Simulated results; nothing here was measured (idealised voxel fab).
process module | voxel wiring stack
Cross-section cut spans 280 nm and uses square cells 5 nm in size.
Heads up, the way a cross-section reads in here is a grid of square cells, handed over as bands from the top down, with every band being one or more rows of cells.
Per band: top height and bottom height in nm, followed by the left-to-right materials and their widths in nm; "full width" marks a single material spanning edge to edge, "air" marks empty space.
Below 0: as-received wafer, all one material; heights counted from there. Lowest band: no bottom, goes on down, written "top 0, no bottom".
Think of "30->40" as a width that walks from the first number to the second as you go down the band, top row to bottom row, taking equal-sized steps from row to row.
"changes: none" -> step changed no cross-section cell.
"Enclosed cavities" specifies each empty space that is not open to the top and that occupies no fewer than 8 cells, using the form width x height at distance, the distance measured from the left edge and all three quantities in nm.
Heads up: the bit after the settings on a step's line is the simulator's remark on that step.
overlay nm: on a step with a mask, how far right of its planned place the mask lay; negative means left.
# Process steps foreseen in the plan
1) op RECEIVE | material Si
2) op CONFORMAL_DEP | material SiO2 | thk nm 10
3) op DIRECTIONAL_DEP | material TiN | thk nm 5
4) op DIRECTIONAL_DEP | material W | thk nm 15
5) op PATTERN | tone cover | mask id METAL_1 | material resist | width nm 30 | pitch nm 55 | thk nm 15 | overlay nm 0
6) op DIRECTIONAL_ETCH | etch materials W | depth nm 15
7) op DIRECTIONAL_ETCH | etch materials TiN | depth nm 5
8) op STRIP | etch materials resist
9) op FILL_DEP | material SiO2 | thk nm 10
10) op CMP | height nm 30
11) op CONFORMAL_DEP | material SiCN | thk nm 5
12) op DIRECTIONAL_DEP | material lowk | thk nm 20
13) op PATTERN | tone open | mask id PLUG_1 | material resist | width nm 15 | pitch nm 55 | thk nm 15 | overlay nm 0
14) op DIRECTIONAL_ETCH | etch materials lowk | depth nm 20
15) op DIRECTIONAL_ETCH | etch materials SiCN | depth nm 5
16) op STRIP | etch materials resist
17) op CONFORMAL_DEP | material TiN | thk nm 5
18) op FILL_DEP | material Ru | thk nm 5
19) op CMP | height nm 55
20) op DIRECTIONAL_DEP | material TiN | thk nm 5
21) op DIRECTIONAL_DEP | material Ru | thk nm 15
22) op PATTERN | tone cover | mask id METAL_2 | material resist | width nm 20 | pitch nm 55 | thk nm 20 | overlay nm 0
23) op DIRECTIONAL_ETCH | etch materials Ru | depth nm 15
24) op DIRECTIONAL_ETCH | etch materials TiN | depth nm 5
25) op STRIP | etch materials resist
26) op CONFORMAL_DEP | material SiCN | thk nm 5
27) op FILL_DEP | material SiO2 | thk nm 5
28) op CMP | height nm 75
29) op CONFORMAL_DEP | material SiN | thk nm 5
Don't read the plan's width nm for step 22 as applying to every wafer: that's the first wafer's value, and the wafers differ in it, though they all start identical.
# Cross-section of the first of several wafers on receipt, reflecting completion of step 1
- top 0, no bottom: Si full width
- Enclosed cavities: none
# The cross-section of the first of several wafers is given below for the end of the module, after its final step, step 29
- top 80, bottom 75: SiN full width
- top 75, bottom 60: SiO2 95 | SiCN 5 | Ru 20 | SiCN 5 | SiO2 25 | SiCN 5 | Ru 20 | SiCN 5 | SiO2 100
- top 60, bottom 55: SiCN 100 | TiN 20 | SiCN 35 | TiN 20 | SiCN 105
- top 55, bottom 35: lowk 95 | TiN 5 | Ru 5 | TiN 5 | lowk 40 | TiN 5 | Ru 5 | TiN 5 | lowk 115
- top 35, bottom 30: SiCN 95 | TiN 15 | SiCN 40 | TiN 15 | SiCN 115
- top 30, bottom 15: SiO2 95 | W 30 | SiO2 25 | W 30 | SiO2 100
- top 15, bottom 10: SiO2 95 | TiN 30 | SiO2 25 | TiN 30 | SiO2 100
- top 10, bottom 0: SiO2 full width
- top 0, no bottom: Si full width
- Enclosed cavities: none
# Cross-sectional view of the final wafer of several at the module's end
- top 80, bottom 75: SiN full width
- top 75, bottom 60: SiO2 85 | SiCN 5 | Ru 40 | SiCN 5 | SiO2 5 | SiCN 5 | Ru 40 | SiCN 5 | SiO2 90
- top 60, bottom 55: SiCN 90 | TiN 40 | SiCN 15 | TiN 40 | SiCN 95
- top 55, bottom 35: lowk 95 | TiN 5 | Ru 5 | TiN 5 | lowk 40 | TiN 5 | Ru 5 | TiN 5 | lowk 115
- top 35, bottom 30: SiCN 95 | TiN 15 | SiCN 40 | TiN 15 | SiCN 115
- top 30, bottom 15: SiO2 95 | W 30 | SiO2 25 | W 30 | SiO2 100
- top 15, bottom 10: SiO2 95 | TiN 30 | SiO2 25 | TiN 30 | SiO2 100
- top 10, bottom 0: SiO2 full width
- top 0, no bottom: Si full width
- Enclosed cavities: none
# Tabulated below, wafer by wafer, are the end-of-module results: for each material, the number of cells gained (+) or lost (-) relative to the as-received state, followed by the closed voids
width nm 20, +32 Ru, +110 SiCN, +56 SiN, +420 SiO2, +42 TiN, +36 W, +200 lowk, Enclosed cavities: none
width nm 25, +38 Ru, +108 SiCN, +56 SiN, +414 SiO2, +44 TiN, +36 W, +200 lowk, Enclosed cavities: none
width nm 30, +44 Ru, +106 SiCN, +56 SiN, +408 SiO2, +46 TiN, +36 W, +200 lowk, Enclosed cavities: none
width nm 35, +50 Ru, +104 SiCN, +56 SiN, +402 SiO2, +48 TiN, +36 W, +200 lowk, Enclosed cavities: none
width nm 40, +56 Ru, +102 SiCN, +56 SiN, +396 SiO2, +50 TiN, +36 W, +200 lowk, Enclosed cavities: none
